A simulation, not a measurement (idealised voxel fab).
process module | voxel lift off
cross-section cut | 300 nm wide | cells 5 nm
A cross-section is a grid of square cells, given in bands from the top down. A band is one or more rows of cells.
Each band's line starts with the height of the band's top and of its bottom, in nm. Then come its materials from left to right, each with its width in nm. One material with "throughout" fills the band from edge to edge. "air" is empty space.
Height 0 is the level under which the wafer as received is all one material. The lowest band goes on downwards, as in "0 down".
A width such as "30 to 40" changes by the same amount from each row of cells to the next, from the band's top row to its bottom row.
"no change" after a step means that no cell of the cross-section changed.
closed voids: empty space of 8 cells or more with no open way to the top, each as width x height at its distance from the left edge, in nm
after a step's settings: what the simulator itself notes on the step
overlay nm, on a step with a mask: how far to the right of its planned place the mask lay; to the left if negative
plan
1 op RECEIVE | material Si
2 op CONFORMAL_DEP | material SiN | thk nm 10
3 op PATTERN | tone open | mask id LINES | material resist | width nm 30 | pitch nm 60 | thk nm 15 | overlay nm 0
4 op DIRECTIONAL_DEP | material Ru | thk nm 5
5 op STRIP | etch materials resist
6 op CONFORMAL_DEP | material SiN | thk nm 5
first wafer, as planned
as received, after step 1
  0 down: Si throughout
  closed voids: none
after step 2
  10 to 0: SiN throughout
  below 0: unchanged
after step 3
  25 to 10: resist 45 | air 30 | resist 30 | air 30 | resist 30 | air 30 | resist 30 | air 30 | resist 45
  below 10: unchanged
after step 4
  30 to 25: Ru 45 | air 30 | Ru 30 | air 30 | Ru 30 | air 30 | Ru 30 | air 30 | Ru 45
  25 to 15: resist 45 | air 30 | resist 30 | air 30 | resist 30 | air 30 | resist 30 | air 30 | resist 45
  15 to 10: resist 45 | Ru 30 | resist 30 | Ru 30 | resist 30 | Ru 30 | resist 30 | Ru 30 | resist 45
  below 10: unchanged
after step 5
  15 to 10: air 45 | Ru 30 | air 30 | Ru 30 | air 30 | Ru 30 | air 30 | Ru 30 | air 45
  below 10: unchanged
after step 6
  20 to 15: air 40 | SiN 40 | air 20 | SiN 40 | air 20 | SiN 40 | air 20 | SiN 40 | air 40
  15 to 10: SiN 45 | Ru 30 | SiN 30 | Ru 30 | SiN 30 | Ru 30 | SiN 30 | Ru 30 | SiN 45
  below 10: unchanged
second wafer: like start, like plan, one mistake. Through step 2 it matches the first wafer
when step 3 should have ended
  25 to 10: resist 50 | air 25 | resist 35 | air 25 | resist 35 | air 25 | resist 35 | air 25 | resist 45
  below 10: unchanged
when step 4 should have ended
  30 to 25: Ru 50 | air 25 | Ru 35 | air 25 | Ru 35 | air 25 | Ru 35 | air 25 | Ru 45
  25 to 15: resist 50 | air 25 | resist 35 | air 25 | resist 35 | air 25 | resist 35 | air 25 | resist 45
  15 to 10: resist 50 | Ru 25 | resist 35 | Ru 25 | resist 35 | Ru 25 | resist 35 | Ru 25 | resist 45
  below 10: unchanged
when step 5 should have ended
  15 to 10: air 50 | Ru 25 | air 35 | Ru 25 | air 35 | Ru 25 | air 35 | Ru 25 | air 45
  below 10: unchanged
when step 6 should have ended
  20 to 15: air 45 | SiN 35 | air 25 | SiN 35 | air 25 | SiN 35 | air 25 | SiN 35 | air 40
  15 to 10: SiN 50 | Ru 25 | SiN 35 | Ru 25 | SiN 35 | Ru 25 | SiN 35 | Ru 25 | SiN 45
  below 10: unchanged
what went wrong: step 3 ran as: op PATTERN | tone open | mask id LINES | material resist | width nm 25 | pitch nm 60 | thk nm 15 | overlay nm 0
at the end the second wafer has, in cells: 4 fewer of Ru
